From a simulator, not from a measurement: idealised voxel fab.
process module | voxel fin reveal
cross-section cut | 200 nm wide | cells 5 nm
A cross-section is a grid of square cells, given in bands from the top down. A band is one or more rows of cells.
Each band's line starts with the height of the band's top and of its bottom, in nm. Then come its materials from left to right, each with its width in nm. One material with "throughout" fills the band from edge to edge. "air" is empty space.
Height 0 is the level under which the wafer as received is all one material. The lowest band goes on downwards, as in "0 down".
A width such as "30 to 40" changes by the same amount from each row of cells to the next, from the band's top row to its bottom row.
"no change" after a step means that no cell of the cross-section changed.
closed voids: empty space of 8 cells or more with no open way to the top, each as width x height at its distance from the left edge, in nm
after a step's settings: what the simulator itself notes on the step
overlay nm, on a step with a mask: how far to the right of its planned place the mask lay; to the left if negative
plan
1 op RECEIVE | material Si
2 op CONFORMAL_DEP | material SiN | thk nm 5
3 op MASKED_ETCH | tone cover | mask id FINS | width nm 15 | pitch nm 40 | etch materials SiN | depth nm 5 | overlay nm 0
4 op MASKED_ETCH | tone cover | mask id FINS | width nm 15 | pitch nm 40 | etch materials Si | depth nm 40 | overlay nm 0
5 op OXIDIZE | depth nm 5
6 op FILL_DEP | material SiO2 | thk nm 5
7 op CMP | height nm 5
8 op SELECTIVE_ETCH | etch materials SiO2 | depth nm 20
9 op STRIP | etch materials SiN
as received, after step 1
  0 down: Si throughout
  closed voids: none
a wafer at the end: this start, this plan, one mistake
  0 to -15: air 55 | Si 5 | air 35 | Si 5 | air 35 | Si 5 | air 60
  -15 to -20: SiO2 30 | air 25 | Si 5 | air 35 | Si 5 | air 35 | Si 5 | air 25 | SiO2 35
  -20 to -45: SiO2 55 | Si 5 | SiO2 35 | Si 5 | SiO2 35 | Si 5 | SiO2 60
  -45 down: Si throughout
  closed voids: none
what went wrong: steps 8 and 9 were swapped
